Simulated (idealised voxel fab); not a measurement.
Process module, titled voxel capacitor over wiring
cross-section cut | 285 nm wide | cells 5 nm
In this document a cross-section is written as a grid of square cells. It is given as a series of bands, listed from the top down, and a band is one or more rows of cells. First you get the band's top height and its bottom height, in nm, and then the materials it's made of, left to right, with each width in nm. If you see a single material with "everywhere", that one covers the band edge to edge. "blank" is empty space. Ref level 0: as-received wafer is one material below here. Bottom band extends down with no lower bound ("0 -> down"). The notation "30 to 40" denotes a width that varies across the rows of cells in the band, beginning at the first number in the top row, finishing at the second number in the bottom row, and changing by an identical amount from each row to the next. It should be understood that the words "stayed the same", when stated for a given step, signify that the cross-section underwent no change in any of its cells during that step. "Sealed void inventory" enumerates empty spaces isolated from the top, with no open way to it, that contain at least 8 cells, giving each as width x height at distance from the left edge, all three in nm. Formally, on a step line, whatever follows the settings is a remark that the simulator itself makes on the step. overlay nm: step with mask; distance mask lay right of planned place; negative value = left of planned place.

PROCESS STEPS (PLANNED)
step 1: op RECEIVE | material Si
step 2: op CONFORMAL_DEP | material SiO2 | thk nm 15
step 3: op CONFORMAL_DEP | material SiCN | thk nm 5
step 4: op DIRECTIONAL_DEP | material SiO2 | thk nm 20
step 5: op DIRECTIONAL_DEP | material aC | thk nm 10
step 6: op PATTERN | tone open | mask id METAL_1 | material resist | width nm 20 | pitch nm 75 | thk nm 30 | overlay nm 0
step 7: op DIRECTIONAL_ETCH | etch materials aC | depth nm 10
step 8: op STRIP | etch materials resist
step 9: op DIRECTIONAL_ETCH | etch materials SiO2 | depth nm 20
step 10: op DIRECTIONAL_ETCH | etch materials SiCN | depth nm 5
step 11: op STRIP | etch materials aC
step 12: op CONFORMAL_DEP | material TiN | thk nm 5
step 13: op FILL_DEP | material Cu | thk nm 10
step 14: op CMP | height nm 40
step 15: op EPI | material Ru | thk nm 5
step 16: op FILL_DEP | material SiCN | thk nm 5
step 17: op DIRECTIONAL_DEP | material lowk | thk nm 10
step 18: op PATTERN | tone open | mask id PLUG_1 | material resist | width nm 15 | thk nm 15 | overlay nm 0
step 19: op DIRECTIONAL_ETCH | etch materials lowk | depth nm 10
step 20: op DIRECTIONAL_ETCH | etch materials SiCN | depth nm 5
step 21: op STRIP | etch materials resist
step 22: op CONFORMAL_DEP | material TiN | thk nm 5
step 23: op FILL_DEP | material W | thk nm 5
step 24: op CMP | height nm 60
step 25: op DIRECTIONAL_DEP | material TiN | thk nm 5
step 26: op DIRECTIONAL_DEP | material HfO2 | thk nm 5
step 27: op DIRECTIONAL_DEP | material TiN | thk nm 5
step 28: op PATTERN | tone cover | mask id UPPER_PLATE | material resist | width nm 60 | thk nm 15 | overlay nm 0
step 29: op DIRECTIONAL_ETCH | etch materials TiN | depth nm 5
step 30: op DIRECTIONAL_ETCH | etch materials HfO2 | depth nm 5
step 31: op STRIP | etch materials resist
step 32: op MASKED_ETCH | tone cover | mask id LOWER_PLATE | width nm 70 | etch materials TiN | depth nm 5 | overlay nm 0
step 33: op FILL_DEP | material SiO2 | thk nm 20
step 34: op CMP | height nm 90
step 35: op DIRECTIONAL_DEP | material aC | thk nm 10
step 36: op PATTERN | tone open | mask id PLUG_2 | material resist | width nm 15 | thk nm 30 | overlay nm 0
step 37: op DIRECTIONAL_ETCH | etch materials aC | depth nm 10
step 38: op STRIP | etch materials resist
step 39: op DIRECTIONAL_ETCH | etch materials SiO2 | depth nm 15
step 40: op STRIP | etch materials aC
step 41: op CONFORMAL_DEP | material TiN | thk nm 5
step 42: op FILL_DEP | material W | thk nm 5
step 43: op CMP | height nm 90
step 44: op CONFORMAL_DEP | material SiN | thk nm 5

FIRST WAFER OUT OF TWO, PROCESSED AS PLANNED

AS RECEIVED, AFTER STEP 1
- 0 -> down  Si everywhere
- Sealed void inventory: none

WAFER SECTION VIEW AFTER PROCESSING STEP 2
- 15 -> 0  SiO2 everywhere
- Below 0 it's all the same as before, nothing changed down there.

WAFER SECTION VIEW AFTER PROCESSING STEP 3
- 20 -> 15  SiCN everywhere
- Below 15 it's all the same as before, nothing changed down there.

WAFER SECTION VIEW AFTER PROCESSING STEP 4
- 40 -> 20  SiO2 everywhere
- Below 20 it's all the same as before, nothing changed down there.

WAFER SECTION VIEW AFTER PROCESSING STEP 5
- 50 -> 40  aC everywhere
- Below 40 it's all the same as before, nothing changed down there.

WAFER SECTION VIEW AFTER PROCESSING STEP 6
- 80 -> 50  resist 95 nm, then blank 20 nm, then resist 55 nm, then blank 20 nm, then resist 95 nm
- Below 50 it's all the same as before, nothing changed down there.

WAFER SECTION VIEW AFTER PROCESSING STEP 7
- 70 -> 50  resist 95 nm, then blank 20 nm, then resist 55 nm, then blank 20 nm, then resist 95 nm
- 50 -> 40  aC 95 nm, then blank 20 nm, then aC 55 nm, then blank 20 nm, then aC 95 nm
- Below 40 it's all the same as before, nothing changed down there.

WAFER SECTION VIEW AFTER PROCESSING STEP 8
- 50 -> 40  aC 95 nm, then blank 20 nm, then aC 55 nm, then blank 20 nm, then aC 95 nm
- Below 40 it's all the same as before, nothing changed down there.

WAFER SECTION VIEW AFTER PROCESSING STEP 9
- 50 -> 40  aC 95 nm, then blank 20 nm, then aC 55 nm, then blank 20 nm, then aC 95 nm
- 40 -> 20  SiO2 95 nm, then blank 20 nm, then SiO2 55 nm, then blank 20 nm, then SiO2 95 nm
- Below 20 it's all the same as before, nothing changed down there.

WAFER SECTION VIEW AFTER PROCESSING STEP 10
- 50 -> 40  aC 95 nm, then blank 20 nm, then aC 55 nm, then blank 20 nm, then aC 95 nm
- 40 -> 20  SiO2 95 nm, then blank 20 nm, then SiO2 55 nm, then blank 20 nm, then SiO2 95 nm
- 20 -> 15  SiCN 95 nm, then blank 20 nm, then SiCN 55 nm, then blank 20 nm, then SiCN 95 nm
- Below 15 it's all the same as before, nothing changed down there.

WAFER SECTION VIEW AFTER PROCESSING STEP 11
- 40 -> 20  SiO2 95 nm, then blank 20 nm, then SiO2 55 nm, then blank 20 nm, then SiO2 95 nm
- Below 20 it's all the same as before, nothing changed down there.

WAFER SECTION VIEW AFTER PROCESSING STEP 12
- 45 -> 40  TiN 100 nm, then blank 10 nm, then TiN 65 nm, then blank 10 nm, then TiN 100 nm
- 40 -> 20  SiO2 95 nm, then TiN 5 nm, then blank 10 nm, then TiN 5 nm, then SiO2 55 nm, then TiN 5 nm, then blank 10 nm, then TiN 5 nm, then SiO2 95 nm
- 20 -> 15  SiCN 95 nm, then TiN 20 nm, then SiCN 55 nm, then TiN 20 nm, then SiCN 95 nm
- Below 15 it's all the same as before, nothing changed down there.

WAFER SECTION VIEW AFTER PROCESSING STEP 13
- 55 -> 45  Cu everywhere
- 45 -> 40  TiN 100 nm, then Cu 10 nm, then TiN 65 nm, then Cu 10 nm, then TiN 100 nm
- 40 -> 20  SiO2 95 nm, then TiN 5 nm, then Cu 10 nm, then TiN 5 nm, then SiO2 55 nm, then TiN 5 nm, then Cu 10 nm, then TiN 5 nm, then SiO2 95 nm
- Below 20 it's all the same as before, nothing changed down there.

WAFER SECTION VIEW AFTER PROCESSING STEP 14
- 40 -> 20  SiO2 95 nm, then TiN 5 nm, then Cu 10 nm, then TiN 5 nm, then SiO2 55 nm, then TiN 5 nm, then Cu 10 nm, then TiN 5 nm, then SiO2 95 nm
- Below 20 it's all the same as before, nothing changed down there.

WAFER SECTION VIEW AFTER PROCESSING STEP 15
- 45 -> 40  blank 90 nm, then Ru 30 nm, then blank 45 nm, then Ru 30 nm, then blank 90 nm
- Below 40 it's all the same as before, nothing changed down there.

WAFER SECTION VIEW AFTER PROCESSING STEP 16
- 50 -> 45  SiCN everywhere
- 45 -> 40  SiCN 90 nm, then Ru 30 nm, then SiCN 45 nm, then Ru 30 nm, then SiCN 90 nm
- Below 40 it's all the same as before, nothing changed down there.

WAFER SECTION VIEW AFTER PROCESSING STEP 17
- 60 -> 50  lowk everywhere
- Below 50 it's all the same as before, nothing changed down there.

WAFER SECTION VIEW AFTER PROCESSING STEP 18
- 75 -> 60  resist 100 nm, then blank 15 nm, then resist 170 nm
- Below 60 it's all the same as before, nothing changed down there.

WAFER SECTION VIEW AFTER PROCESSING STEP 19
- 75 -> 60  resist 100 nm, then blank 15 nm, then resist 170 nm
- 60 -> 50  lowk 100 nm, then blank 15 nm, then lowk 170 nm
- Below 50 it's all the same as before, nothing changed down there.

WAFER SECTION VIEW AFTER PROCESSING STEP 20
- 75 -> 60  resist 100 nm, then blank 15 nm, then resist 170 nm
- 60 -> 50  lowk 100 nm, then blank 15 nm, then lowk 170 nm
- 50 -> 45  SiCN 100 nm, then blank 15 nm, then SiCN 170 nm
- Below 45 it's all the same as before, nothing changed down there.

WAFER SECTION VIEW AFTER PROCESSING STEP 21
- 60 -> 50  lowk 100 nm, then blank 15 nm, then lowk 170 nm
- Below 50 it's all the same as before, nothing changed down there.

WAFER SECTION VIEW AFTER PROCESSING STEP 22
- 65 -> 60  TiN 105 nm, then blank 5 nm, then TiN 175 nm
- 60 -> 50  lowk 100 nm, then TiN 5 nm, then blank 5 nm, then TiN 5 nm, then lowk 170 nm
- 50 -> 45  SiCN 100 nm, then TiN 15 nm, then SiCN 170 nm
- Below 45 it's all the same as before, nothing changed down there.

WAFER SECTION VIEW AFTER PROCESSING STEP 23
- 70 -> 65  W everywhere
- 65 -> 60  TiN 105 nm, then W 5 nm, then TiN 175 nm
- 60 -> 50  lowk 100 nm, then TiN 5 nm, then W 5 nm, then TiN 5 nm, then lowk 170 nm
- Below 50 it's all the same as before, nothing changed down there.

WAFER SECTION VIEW AFTER PROCESSING STEP 24
- 60 -> 50  lowk 100 nm, then TiN 5 nm, then W 5 nm, then TiN 5 nm, then lowk 170 nm
- Below 50 it's all the same as before, nothing changed down there.

WAFER SECTION VIEW AFTER PROCESSING STEP 25
- 65 -> 60  TiN everywhere
- Below 60 it's all the same as before, nothing changed down there.

WAFER SECTION VIEW AFTER PROCESSING STEP 26
- 70 -> 65  HfO2 everywhere
- Below 65 it's all the same as before, nothing changed down there.

WAFER SECTION VIEW AFTER PROCESSING STEP 27
- 75 -> 70  TiN everywhere
- Below 70 it's all the same as before, nothing changed down there.

WAFER SECTION VIEW AFTER PROCESSING STEP 28
- 90 -> 75  blank 100 nm, then resist 60 nm, then blank 125 nm
- Below 75 it's all the same as before, nothing changed down there.

WAFER SECTION VIEW AFTER PROCESSING STEP 29
- 90 -> 75  blank 100 nm, then resist 60 nm, then blank 125 nm
- 75 -> 70  blank 100 nm, then TiN 60 nm, then blank 125 nm
- Below 70 it's all the same as before, nothing changed down there.

WAFER SECTION VIEW AFTER PROCESSING STEP 30
- 90 -> 75  blank 100 nm, then resist 60 nm, then blank 125 nm
- 75 -> 70  blank 100 nm, then TiN 60 nm, then blank 125 nm
- 70 -> 65  blank 100 nm, then HfO2 60 nm, then blank 125 nm
- Below 65 it's all the same as before, nothing changed down there.

WAFER SECTION VIEW AFTER PROCESSING STEP 31
- 75 -> 70  blank 100 nm, then TiN 60 nm, then blank 125 nm
- Below 70 it's all the same as before, nothing changed down there.

WAFER SECTION VIEW AFTER PROCESSING STEP 32
- 75 -> 70  blank 100 nm, then TiN 60 nm, then blank 125 nm
- 70 -> 65  blank 100 nm, then HfO2 60 nm, then blank 125 nm
- 65 -> 60  blank 95 nm, then TiN 70 nm, then blank 120 nm
- Below 60 it's all the same as before, nothing changed down there.

WAFER SECTION VIEW AFTER PROCESSING STEP 33
- 95 -> 75  SiO2 everywhere
- 75 -> 70  SiO2 100 nm, then TiN 60 nm, then SiO2 125 nm
- 70 -> 65  SiO2 100 nm, then HfO2 60 nm, then SiO2 125 nm
- 65 -> 60  SiO2 95 nm, then TiN 70 nm, then SiO2 120 nm
- Below 60 it's all the same as before, nothing changed down there.

WAFER SECTION VIEW AFTER PROCESSING STEP 34
- 90 -> 75  SiO2 everywhere
- Below 75 it's all the same as before, nothing changed down there.

WAFER SECTION VIEW AFTER PROCESSING STEP 35
- 100 -> 90  aC everywhere
- Below 90 it's all the same as before, nothing changed down there.

WAFER SECTION VIEW AFTER PROCESSING STEP 36
- 130 -> 100  resist 110 nm, then blank 15 nm, then resist 160 nm
- Below 100 it's all the same as before, nothing changed down there.

WAFER SECTION VIEW AFTER PROCESSING STEP 37
- 120 -> 100  resist 110 nm, then blank 15 nm, then resist 160 nm
- 100 -> 90  aC 110 nm, then blank 15 nm, then aC 160 nm
- Below 90 it's all the same as before, nothing changed down there.

WAFER SECTION VIEW AFTER PROCESSING STEP 38
- 100 -> 90  aC 110 nm, then blank 15 nm, then aC 160 nm
- Below 90 it's all the same as before, nothing changed down there.

WAFER SECTION VIEW AFTER PROCESSING STEP 39
- 100 -> 90  aC 110 nm, then blank 15 nm, then aC 160 nm
- 90 -> 75  SiO2 110 nm, then blank 15 nm, then SiO2 160 nm
- Below 75 it's all the same as before, nothing changed down there.

WAFER SECTION VIEW AFTER PROCESSING STEP 40
- 90 -> 75  SiO2 110 nm, then blank 15 nm, then SiO2 160 nm
- Below 75 it's all the same as before, nothing changed down there.

WAFER SECTION VIEW AFTER PROCESSING STEP 41
- 95 -> 90  TiN 115 nm, then blank 5 nm, then TiN 165 nm
- 90 -> 80  SiO2 110 nm, then TiN 5 nm, then blank 5 nm, then TiN 5 nm, then SiO2 160 nm
- 80 -> 70  SiO2 110 to 100 nm, then TiN 15 to 60 nm, then SiO2 160 to 125 nm
- Below 70 it's all the same as before, nothing changed down there.

WAFER SECTION VIEW AFTER PROCESSING STEP 42
- 100 -> 95  W everywhere
- 95 -> 90  TiN 115 nm, then W 5 nm, then TiN 165 nm
- 90 -> 80  SiO2 110 nm, then TiN 5 nm, then W 5 nm, then TiN 5 nm, then SiO2 160 nm
- Below 80 it's all the same as before, nothing changed down there.

WAFER SECTION VIEW AFTER PROCESSING STEP 43
- 90 -> 80  SiO2 110 nm, then TiN 5 nm, then W 5 nm, then TiN 5 nm, then SiO2 160 nm
- Below 80 it's all the same as before, nothing changed down there.

WAFER SECTION VIEW AFTER PROCESSING STEP 44
- 95 -> 90  SiN everywhere
- Below 90 it's all the same as before, nothing changed down there.

WHAT FOLLOWS CONCERNS THE SECOND WAFER, WHICH STARTED OUT LIKE THE FIRST AND WAS MEANT TO FOLLOW THE VERY SAME PLAN; ONE MISTAKE CREPT IN WHEN IT WAS RUN, BUT EVERYTHING UP TO AND INCLUDING STEP 1 IS THE SAME AS FOR THE FIRST WAFER

CROSS-SECTION OF THE SECOND WAFER AT THE TIME BY WHICH STEP 2 SHOULD HAVE BEEN COMPLETED ACCORDING TO THE PLAN
- 5 -> 0  SiCN everywhere
- Below 0 it's all the same as before, nothing changed down there.

CROSS-SECTION OF THE SECOND WAFER AT THE TIME BY WHICH STEP 3 SHOULD HAVE BEEN COMPLETED ACCORDING TO THE PLAN
- 20 -> 5  SiO2 everywhere
- Below 5 it's all the same as before, nothing changed down there.

CROSS-SECTION OF THE SECOND WAFER AT THE TIME BY WHICH STEP 4 SHOULD HAVE BEEN COMPLETED ACCORDING TO THE PLAN
- 40 -> 5  SiO2 everywhere
- Below 5 it's all the same as before, nothing changed down there.

CROSS-SECTION OF THE SECOND WAFER AT THE TIME BY WHICH STEP 5 SHOULD HAVE BEEN COMPLETED ACCORDING TO THE PLAN
- 50 -> 40  aC everywhere
- Below 40 it's all the same as before, nothing changed down there.

CROSS-SECTION OF THE SECOND WAFER AT THE TIME BY WHICH STEP 6 SHOULD HAVE BEEN COMPLETED ACCORDING TO THE PLAN
- 80 -> 50  resist 95 nm, then blank 20 nm, then resist 55 nm, then blank 20 nm, then resist 95 nm
- Below 50 it's all the same as before, nothing changed down there.

CROSS-SECTION OF THE SECOND WAFER AT THE TIME BY WHICH STEP 7 SHOULD HAVE BEEN COMPLETED ACCORDING TO THE PLAN
- 70 -> 50  resist 95 nm, then blank 20 nm, then resist 55 nm, then blank 20 nm, then resist 95 nm
- 50 -> 40  aC 95 nm, then blank 20 nm, then aC 55 nm, then blank 20 nm, then aC 95 nm
- Below 40 it's all the same as before, nothing changed down there.

CROSS-SECTION OF THE SECOND WAFER AT THE TIME BY WHICH STEP 8 SHOULD HAVE BEEN COMPLETED ACCORDING TO THE PLAN
- 50 -> 40  aC 95 nm, then blank 20 nm, then aC 55 nm, then blank 20 nm, then aC 95 nm
- Below 40 it's all the same as before, nothing changed down there.

CROSS-SECTION OF THE SECOND WAFER AT THE TIME BY WHICH STEP 9 SHOULD HAVE BEEN COMPLETED ACCORDING TO THE PLAN
- 50 -> 40  aC 95 nm, then blank 20 nm, then aC 55 nm, then blank 20 nm, then aC 95 nm
- 40 -> 20  SiO2 95 nm, then blank 20 nm, then SiO2 55 nm, then blank 20 nm, then SiO2 95 nm
- Below 20 it's all the same as before, nothing changed down there.

Cross-section of the second wafer at the time by which step 10 should have been completed according to the plan: stayed the same

CROSS-SECTION OF THE SECOND WAFER AT THE TIME BY WHICH STEP 11 SHOULD HAVE BEEN COMPLETED ACCORDING TO THE PLAN
- 40 -> 20  SiO2 95 nm, then blank 20 nm, then SiO2 55 nm, then blank 20 nm, then SiO2 95 nm
- Below 20 it's all the same as before, nothing changed down there.

CROSS-SECTION OF THE SECOND WAFER AT THE TIME BY WHICH STEP 12 SHOULD HAVE BEEN COMPLETED ACCORDING TO THE PLAN
- 45 -> 40  TiN 100 nm, then blank 10 nm, then TiN 65 nm, then blank 10 nm, then TiN 100 nm
- 40 -> 25  SiO2 95 nm, then TiN 5 nm, then blank 10 nm, then TiN 5 nm, then SiO2 55 nm, then TiN 5 nm, then blank 10 nm, then TiN 5 nm, then SiO2 95 nm
- 25 -> 20  SiO2 95 nm, then TiN 20 nm, then SiO2 55 nm, then TiN 20 nm, then SiO2 95 nm
- Below 20 it's all the same as before, nothing changed down there.

CROSS-SECTION OF THE SECOND WAFER AT THE TIME BY WHICH STEP 13 SHOULD HAVE BEEN COMPLETED ACCORDING TO THE PLAN
- 55 -> 45  Cu everywhere
- 45 -> 40  TiN 100 nm, then Cu 10 nm, then TiN 65 nm, then Cu 10 nm, then TiN 100 nm
- 40 -> 25  SiO2 95 nm, then TiN 5 nm, then Cu 10 nm, then TiN 5 nm, then SiO2 55 nm, then TiN 5 nm, then Cu 10 nm, then TiN 5 nm, then SiO2 95 nm
- Below 25 it's all the same as before, nothing changed down there.

CROSS-SECTION OF THE SECOND WAFER AT THE TIME BY WHICH STEP 14 SHOULD HAVE BEEN COMPLETED ACCORDING TO THE PLAN
- 40 -> 25  SiO2 95 nm, then TiN 5 nm, then Cu 10 nm, then TiN 5 nm, then SiO2 55 nm, then TiN 5 nm, then Cu 10 nm, then TiN 5 nm, then SiO2 95 nm
- Below 25 it's all the same as before, nothing changed down there.

CROSS-SECTION OF THE SECOND WAFER AT THE TIME BY WHICH STEP 15 SHOULD HAVE BEEN COMPLETED ACCORDING TO THE PLAN
- 45 -> 40  blank 90 nm, then Ru 30 nm, then blank 45 nm, then Ru 30 nm, then blank 90 nm
- Below 40 it's all the same as before, nothing changed down there.

CROSS-SECTION OF THE SECOND WAFER AT THE TIME BY WHICH STEP 16 SHOULD HAVE BEEN COMPLETED ACCORDING TO THE PLAN
- 50 -> 45  SiCN everywhere
- 45 -> 40  SiCN 90 nm, then Ru 30 nm, then SiCN 45 nm, then Ru 30 nm, then SiCN 90 nm
- Below 40 it's all the same as before, nothing changed down there.

CROSS-SECTION OF THE SECOND WAFER AT THE TIME BY WHICH STEP 17 SHOULD HAVE BEEN COMPLETED ACCORDING TO THE PLAN
- 60 -> 50  lowk everywhere
- Below 50 it's all the same as before, nothing changed down there.

CROSS-SECTION OF THE SECOND WAFER AT THE TIME BY WHICH STEP 18 SHOULD HAVE BEEN COMPLETED ACCORDING TO THE PLAN
- 75 -> 60  resist 100 nm, then blank 15 nm, then resist 170 nm
- Below 60 it's all the same as before, nothing changed down there.

CROSS-SECTION OF THE SECOND WAFER AT THE TIME BY WHICH STEP 19 SHOULD HAVE BEEN COMPLETED ACCORDING TO THE PLAN
- 75 -> 60  resist 100 nm, then blank 15 nm, then resist 170 nm
- 60 -> 50  lowk 100 nm, then blank 15 nm, then lowk 170 nm
- Below 50 it's all the same as before, nothing changed down there.

CROSS-SECTION OF THE SECOND WAFER AT THE TIME BY WHICH STEP 20 SHOULD HAVE BEEN COMPLETED ACCORDING TO THE PLAN
- 75 -> 60  resist 100 nm, then blank 15 nm, then resist 170 nm
- 60 -> 50  lowk 100 nm, then blank 15 nm, then lowk 170 nm
- 50 -> 45  SiCN 100 nm, then blank 15 nm, then SiCN 170 nm
- Below 45 it's all the same as before, nothing changed down there.

CROSS-SECTION OF THE SECOND WAFER AT THE TIME BY WHICH STEP 21 SHOULD HAVE BEEN COMPLETED ACCORDING TO THE PLAN
- 60 -> 50  lowk 100 nm, then blank 15 nm, then lowk 170 nm
- Below 50 it's all the same as before, nothing changed down there.

CROSS-SECTION OF THE SECOND WAFER AT THE TIME BY WHICH STEP 22 SHOULD HAVE BEEN COMPLETED ACCORDING TO THE PLAN
- 65 -> 60  TiN 105 nm, then blank 5 nm, then TiN 175 nm
- 60 -> 50  lowk 100 nm, then TiN 5 nm, then blank 5 nm, then TiN 5 nm, then lowk 170 nm
- 50 -> 45  SiCN 100 nm, then TiN 15 nm, then SiCN 170 nm
- Below 45 it's all the same as before, nothing changed down there.

CROSS-SECTION OF THE SECOND WAFER AT THE TIME BY WHICH STEP 23 SHOULD HAVE BEEN COMPLETED ACCORDING TO THE PLAN
- 70 -> 65  W everywhere
- 65 -> 60  TiN 105 nm, then W 5 nm, then TiN 175 nm
- 60 -> 50  lowk 100 nm, then TiN 5 nm, then W 5 nm, then TiN 5 nm, then lowk 170 nm
- Below 50 it's all the same as before, nothing changed down there.

CROSS-SECTION OF THE SECOND WAFER AT THE TIME BY WHICH STEP 24 SHOULD HAVE BEEN COMPLETED ACCORDING TO THE PLAN
- 60 -> 50  lowk 100 nm, then TiN 5 nm, then W 5 nm, then TiN 5 nm, then lowk 170 nm
- Below 50 it's all the same as before, nothing changed down there.

CROSS-SECTION OF THE SECOND WAFER AT THE TIME BY WHICH STEP 25 SHOULD HAVE BEEN COMPLETED ACCORDING TO THE PLAN
- 65 -> 60  TiN everywhere
- Below 60 it's all the same as before, nothing changed down there.

CROSS-SECTION OF THE SECOND WAFER AT THE TIME BY WHICH STEP 26 SHOULD HAVE BEEN COMPLETED ACCORDING TO THE PLAN
- 70 -> 65  HfO2 everywhere
- Below 65 it's all the same as before, nothing changed down there.

CROSS-SECTION OF THE SECOND WAFER AT THE TIME BY WHICH STEP 27 SHOULD HAVE BEEN COMPLETED ACCORDING TO THE PLAN
- 75 -> 70  TiN everywhere
- Below 70 it's all the same as before, nothing changed down there.

CROSS-SECTION OF THE SECOND WAFER AT THE TIME BY WHICH STEP 28 SHOULD HAVE BEEN COMPLETED ACCORDING TO THE PLAN
- 90 -> 75  blank 100 nm, then resist 60 nm, then blank 125 nm
- Below 75 it's all the same as before, nothing changed down there.

CROSS-SECTION OF THE SECOND WAFER AT THE TIME BY WHICH STEP 29 SHOULD HAVE BEEN COMPLETED ACCORDING TO THE PLAN
- 90 -> 75  blank 100 nm, then resist 60 nm, then blank 125 nm
- 75 -> 70  blank 100 nm, then TiN 60 nm, then blank 125 nm
- Below 70 it's all the same as before, nothing changed down there.

CROSS-SECTION OF THE SECOND WAFER AT THE TIME BY WHICH STEP 30 SHOULD HAVE BEEN COMPLETED ACCORDING TO THE PLAN
- 90 -> 75  blank 100 nm, then resist 60 nm, then blank 125 nm
- 75 -> 70  blank 100 nm, then TiN 60 nm, then blank 125 nm
- 70 -> 65  blank 100 nm, then HfO2 60 nm, then blank 125 nm
- Below 65 it's all the same as before, nothing changed down there.

CROSS-SECTION OF THE SECOND WAFER AT THE TIME BY WHICH STEP 31 SHOULD HAVE BEEN COMPLETED ACCORDING TO THE PLAN
- 75 -> 70  blank 100 nm, then TiN 60 nm, then blank 125 nm
- Below 70 it's all the same as before, nothing changed down there.

CROSS-SECTION OF THE SECOND WAFER AT THE TIME BY WHICH STEP 32 SHOULD HAVE BEEN COMPLETED ACCORDING TO THE PLAN
- 75 -> 70  blank 100 nm, then TiN 60 nm, then blank 125 nm
- 70 -> 65  blank 100 nm, then HfO2 60 nm, then blank 125 nm
- 65 -> 60  blank 95 nm, then TiN 70 nm, then blank 120 nm
- Below 60 it's all the same as before, nothing changed down there.

CROSS-SECTION OF THE SECOND WAFER AT THE TIME BY WHICH STEP 33 SHOULD HAVE BEEN COMPLETED ACCORDING TO THE PLAN
- 95 -> 75  SiO2 everywhere
- 75 -> 70  SiO2 100 nm, then TiN 60 nm, then SiO2 125 nm
- 70 -> 65  SiO2 100 nm, then HfO2 60 nm, then SiO2 125 nm
- 65 -> 60  SiO2 95 nm, then TiN 70 nm, then SiO2 120 nm
- Below 60 it's all the same as before, nothing changed down there.

CROSS-SECTION OF THE SECOND WAFER AT THE TIME BY WHICH STEP 34 SHOULD HAVE BEEN COMPLETED ACCORDING TO THE PLAN
- 90 -> 75  SiO2 everywhere
- Below 75 it's all the same as before, nothing changed down there.

CROSS-SECTION OF THE SECOND WAFER AT THE TIME BY WHICH STEP 35 SHOULD HAVE BEEN COMPLETED ACCORDING TO THE PLAN
- 100 -> 90  aC everywhere
- Below 90 it's all the same as before, nothing changed down there.

CROSS-SECTION OF THE SECOND WAFER AT THE TIME BY WHICH STEP 36 SHOULD HAVE BEEN COMPLETED ACCORDING TO THE PLAN
- 130 -> 100  resist 110 nm, then blank 15 nm, then resist 160 nm
- Below 100 it's all the same as before, nothing changed down there.

CROSS-SECTION OF THE SECOND WAFER AT THE TIME BY WHICH STEP 37 SHOULD HAVE BEEN COMPLETED ACCORDING TO THE PLAN
- 120 -> 100  resist 110 nm, then blank 15 nm, then resist 160 nm
- 100 -> 90  aC 110 nm, then blank 15 nm, then aC 160 nm
- Below 90 it's all the same as before, nothing changed down there.

CROSS-SECTION OF THE SECOND WAFER AT THE TIME BY WHICH STEP 38 SHOULD HAVE BEEN COMPLETED ACCORDING TO THE PLAN
- 100 -> 90  aC 110 nm, then blank 15 nm, then aC 160 nm
- Below 90 it's all the same as before, nothing changed down there.

CROSS-SECTION OF THE SECOND WAFER AT THE TIME BY WHICH STEP 39 SHOULD HAVE BEEN COMPLETED ACCORDING TO THE PLAN
- 100 -> 90  aC 110 nm, then blank 15 nm, then aC 160 nm
- 90 -> 75  SiO2 110 nm, then blank 15 nm, then SiO2 160 nm
- Below 75 it's all the same as before, nothing changed down there.

CROSS-SECTION OF THE SECOND WAFER AT THE TIME BY WHICH STEP 40 SHOULD HAVE BEEN COMPLETED ACCORDING TO THE PLAN
- 90 -> 75  SiO2 110 nm, then blank 15 nm, then SiO2 160 nm
- Below 75 it's all the same as before, nothing changed down there.

CROSS-SECTION OF THE SECOND WAFER AT THE TIME BY WHICH STEP 41 SHOULD HAVE BEEN COMPLETED ACCORDING TO THE PLAN
- 95 -> 90  TiN 115 nm, then blank 5 nm, then TiN 165 nm
- 90 -> 80  SiO2 110 nm, then TiN 5 nm, then blank 5 nm, then TiN 5 nm, then SiO2 160 nm
- 80 -> 70  SiO2 110 to 100 nm, then TiN 15 to 60 nm, then SiO2 160 to 125 nm
- Below 70 it's all the same as before, nothing changed down there.

CROSS-SECTION OF THE SECOND WAFER AT THE TIME BY WHICH STEP 42 SHOULD HAVE BEEN COMPLETED ACCORDING TO THE PLAN
- 100 -> 95  W everywhere
- 95 -> 90  TiN 115 nm, then W 5 nm, then TiN 165 nm
- 90 -> 80  SiO2 110 nm, then TiN 5 nm, then W 5 nm, then TiN 5 nm, then SiO2 160 nm
- Below 80 it's all the same as before, nothing changed down there.

CROSS-SECTION OF THE SECOND WAFER AT THE TIME BY WHICH STEP 43 SHOULD HAVE BEEN COMPLETED ACCORDING TO THE PLAN
- 90 -> 80  SiO2 110 nm, then TiN 5 nm, then W 5 nm, then TiN 5 nm, then SiO2 160 nm
- Below 80 it's all the same as before, nothing changed down there.

CROSS-SECTION OF THE SECOND WAFER AT THE TIME BY WHICH STEP 44 SHOULD HAVE BEEN COMPLETED ACCORDING TO THE PLAN
- 95 -> 90  SiN everywhere
- Below 90 it's all the same as before, nothing changed down there.
What broke from the plan during processing? sequence error: steps 2 and 3 interchanged
In the final state, the cell counts of the second wafer exceed or fall short of those of the first for the following materials: -4 Cu, +8 SiCN, -4 TiN
